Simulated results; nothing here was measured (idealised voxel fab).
Documented hereafter: the process module known as voxel released beams.
Square cell edge 5 nm, section width 250 nm, ID cut.
Just so we're on the same page, the cross-sections are grids of square cells, and they're listed out in bands top to bottom, each band one or more rows deep. This entry defines a band. It first specifies the height of the band's top and the height of its bottom in nm, and then specifies the band's materials from left to right, stating each material with its width in nm. The word "all across" identifies a single material that fills the band from edge to edge, while the word "air" identifies empty space. Ref level 0: as-received wafer is one material below here. Bottom band extends down with no lower bound ("0 nm and below"). The expression "30->40" gives the width at the extremes of the band, the first number at its top row of cells and the second at its bottom row, with the width changing by equal amounts from each row to the next in between. When a step is marked "no change", none of the cells in the cross-section changed during that step. Empty spaces without an open route to the top, at least 8 cells in extent, make up the entry "Sealed internal voids"; each is given as width x height at distance, where the distance is measured from the left edge, and all are in nm. Read whatever lies past the settings on a step's line as the simulator's own remark about the step. The setting "overlay nm" may be written on the line of a step. When the step uses a mask, the value reports how far to the right of the planned place the mask lay, and a negative value reports that it lay to the left.
Intended process steps
1) RECEIVE | material Si
2) CONFORMAL_DEP | material SiN | thk nm 5
3) DIRECTIONAL_DEP | material SiO2 | thk nm 20
4) PATTERN | tone open | mask id ANCHOR | material resist | width nm 45 | thk nm 15 | overlay nm 0
5) DIRECTIONAL_ETCH | etch materials SiO2 | depth nm 20
6) STRIP | etch materials resist
7) CONFORMAL_DEP | material TiN | thk nm 15
8) MASKED_ETCH | tone cover | mask id BEAM | width nm 130 | etch materials TiN | depth nm 15 | overlay nm 0
9) STRIP | etch materials SiO2
The first of two wafers, run as planned
As-received state of the wafer in cross-section, equivalent to post-step 1
0 nm and below | Si all across
Sealed internal voids: none
Cross-section: wafer state after step 2
5 nm to 0 nm | SiN all across
Unchanged below 0.
Cross-section: wafer state after step 3
25 nm to 5 nm | SiO2 all across
Unchanged below 5.
Cross-section: wafer state after step 4
40 nm to 25 nm | resist 60; air 45; resist 145
Unchanged below 25.
Cross-section: wafer state after step 5
40 nm to 25 nm | resist 60; air 45; resist 145
25 nm to 5 nm | SiO2 60; air 45; SiO2 145
Unchanged below 5.
Cross-section: wafer state after step 6
25 nm to 5 nm | SiO2 60; air 45; SiO2 145
Unchanged below 5.
Cross-section: wafer state after step 7
40 nm to 25 nm | TiN 75; air 15; TiN 160
25 nm to 20 nm | SiO2 60; TiN 15; air 15; TiN 15; SiO2 145
20 nm to 5 nm | SiO2 60; TiN 45; SiO2 145
Unchanged below 5.
Cross-section: wafer state after step 8
40 nm to 25 nm | air 55; TiN 20; air 15; TiN 95; air 65
Unchanged below 25.
Cross-section: wafer state after step 9
40 nm to 25 nm | air 55; TiN 20; air 15; TiN 95; air 65
25 nm to 20 nm | air 60; TiN 15; air 15; TiN 15; air 145
20 nm to 5 nm | air 60; TiN 45; air 145
Unchanged below 5.
Wafer two. Identical start, identical plan. One mistake in execution. Identical history through step 3
Second wafer shown in cross-section at the time step 4 was slated to end
40 nm to 25 nm | resist 55; air 45; resist 150
Unchanged below 25.
Second wafer shown in cross-section at the time step 5 was slated to end
40 nm to 25 nm | resist 55; air 45; resist 150
25 nm to 5 nm | SiO2 55; air 45; SiO2 150
Unchanged below 5.
Second wafer shown in cross-section at the time step 6 was slated to end
25 nm to 5 nm | SiO2 55; air 45; SiO2 150
Unchanged below 5.
Second wafer shown in cross-section at the time step 7 was slated to end
40 nm to 25 nm | TiN 70; air 15; TiN 165
25 nm to 20 nm | SiO2 55; TiN 15; air 15; TiN 15; SiO2 150
20 nm to 5 nm | SiO2 55; TiN 45; SiO2 150
Unchanged below 5.
Second wafer shown in cross-section at the time step 8 was slated to end
40 nm to 25 nm | air 55; TiN 15; air 15; TiN 100; air 65
Unchanged below 25.
Second wafer shown in cross-section at the time step 9 was slated to end
40 nm to 25 nm | air 55; TiN 15; air 15; TiN 100; air 65
25 nm to 20 nm | air 55; TiN 15; air 15; TiN 15; air 150
20 nm to 5 nm | air 55; TiN 45; air 150
Unchanged below 5.
Nonconformance to the process plan: step 4 ran as: PATTERN | tone open | mask id ANCHOR | material resist | width nm 45 | thk nm 15 | overlay nm -5
Tallied in cells, the final second wafer holds each material in the same quantity as the first, although not at the same places.
